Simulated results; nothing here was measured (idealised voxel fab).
The following process module bears the name voxel wiring stack.
215 nm wide, 5 nm square cells: that's cross-section cut.
The cross-sections in this document take the form of a grid made of square cells. They are written out as bands, in order from top to bottom. Each band consists of one or more rows of cells. Per band: top height and bottom height in nm, followed by the left-to-right materials and their widths in nm; "all across" marks a single material spanning edge to edge, "empty" marks empty space. Ref level 0: as-received wafer is one material below here. Bottom band extends down with no lower bound ("0 down"). A two-number width, for instance "30->40", indicates that the width is equal to the first number in the top row of the band and to the second number in the bottom row, and that it changes by a constant amount per row of cells. You'll sometimes find "remains unaltered" written for a step, and that's the way of saying that nowhere in the cross-section did a cell change during that step. Entry "Entrapped voids" = empty spaces >= 8 cells with no open way to the top; each as width x height at distance, distance from left edge, all nm. What comes after the settings on a step's line is commentary from the simulator itself on that step. Regarding "overlay nm": on a step with a mask, it is the distance the mask lay to the right of its planned place; a negative value places it to the left.

Below is the list of planned process steps:
1: RECEIVE, material Si
2: CONFORMAL_DEP, material SiO2, thk nm 15
3: DIRECTIONAL_DEP, material TiN, thk nm 5
4: DIRECTIONAL_DEP, material Ru, thk nm 25
5: PATTERN, tone cover, mask id METAL_1, material resist, width nm 25, pitch nm 45, thk nm 20, overlay nm 0
6: DIRECTIONAL_ETCH, etch materials Ru, depth nm 25
7: DIRECTIONAL_ETCH, etch materials TiN, depth nm 5
8: STRIP, etch materials resist
9: FILL_DEP, material lowk, thk nm 5
10: CMP, height nm 45
11: CONFORMAL_DEP, material SiCN, thk nm 5
12: DIRECTIONAL_DEP, material lowk, thk nm 20
13: PATTERN, tone open, mask id PLUG_1, material resist, width nm 15, pitch nm 45, thk nm 20, overlay nm 0
14: DIRECTIONAL_ETCH, etch materials lowk, depth nm 20
15: DIRECTIONAL_ETCH, etch materials SiCN, depth nm 5
16: STRIP, etch materials resist
17: EPI, material Ru, thk nm 10
18: EPI, material Ru, thk nm 10
19: EPI, material Ru, thk nm 5
20: DIRECTIONAL_DEP, material TiN, thk nm 5
21: DIRECTIONAL_DEP, material W, thk nm 15
22: PATTERN, tone cover, mask id METAL_2, material resist, width nm 25, pitch nm 45, thk nm 15, overlay nm 0
23: DIRECTIONAL_ETCH, etch materials W, depth nm 15
24: DIRECTIONAL_ETCH, etch materials TiN, depth nm 5
25: STRIP, etch materials resist
26: CONFORMAL_DEP, material SiN, thk nm 5
27: FILL_DEP, material SiO2, thk nm 5
28: CMP, height nm 90
29: CONFORMAL_DEP, material SiN, thk nm 5

Here's what the wafer looked like in cross-section when it arrived - that's after step 1:
0 down | Si all across
Entrapped voids: none

The first of the two wafers as seen in cross-section once the module was finished; processing followed the plan:
95 to 90 | SiN all across
90 to 75 | 45 nm SiO2  5 nm SiN  25 nm W  5 nm SiN  10 nm SiO2  5 nm SiN  25 nm W  5 nm SiN  10 nm SiO2  5 nm SiN  25 nm W  5 nm SiN  45 nm SiO2
75 to 70 | 50 nm SiN  25 nm TiN  20 nm SiN  25 nm TiN  20 nm SiN  25 nm TiN  50 nm SiN
70 to 50 | 50 nm lowk  15 nm Ru  30 nm lowk  15 nm Ru  30 nm lowk  15 nm Ru  60 nm lowk
50 to 45 | 50 nm SiCN  15 nm Ru  30 nm SiCN  15 nm Ru  30 nm SiCN  15 nm Ru  60 nm SiCN
45 to 20 | 50 nm lowk  25 nm Ru  20 nm lowk  25 nm Ru  20 nm lowk  25 nm Ru  50 nm lowk
20 to 15 | 50 nm lowk  25 nm TiN  20 nm lowk  25 nm TiN  20 nm lowk  25 nm TiN  50 nm lowk
15 to 0 | SiO2 all across
0 down | Si all across
Entrapped voids: none

Cross-section of the latter of the two wafers at module completion. It had an identical start and an identical plan to the former; in running it, one mistake was made:
95 to 90 | SiN all across
90 to 75 | 50 nm W  5 nm SiN  15 nm SiO2  5 nm SiN  20 nm W  5 nm SiN  15 nm SiO2  5 nm SiN  20 nm W  5 nm SiN  15 nm SiO2  5 nm SiN  50 nm W
75 to 70 | 50 nm TiN  25 nm SiN  20 nm TiN  25 nm SiN  20 nm TiN  25 nm SiN  50 nm TiN
70 to 50 | 50 nm lowk  15 nm Ru  30 nm lowk  15 nm Ru  30 nm lowk  15 nm Ru  60 nm lowk
50 to 45 | 50 nm SiCN  15 nm Ru  30 nm SiCN  15 nm Ru  30 nm SiCN  15 nm Ru  60 nm SiCN
45 to 20 | 50 nm lowk  25 nm Ru  20 nm lowk  25 nm Ru  20 nm lowk  25 nm Ru  50 nm lowk
20 to 15 | 50 nm lowk  25 nm TiN  20 nm lowk  25 nm TiN  20 nm lowk  25 nm TiN  50 nm lowk
15 to 0 | SiO2 all across
0 down | Si all across
Entrapped voids: none
Deviation from plan: step 22 was run on a setting that differed from the plan, and what really ran there is PATTERN, tone open, mask id METAL_2, material resist, width nm 25, pitch nm 45, thk nm 15, overlay nm 0
Counted in cells at the end, the second wafer holds more or fewer of these materials than the first: SiN -13; SiO2 -39; TiN +13; W +39
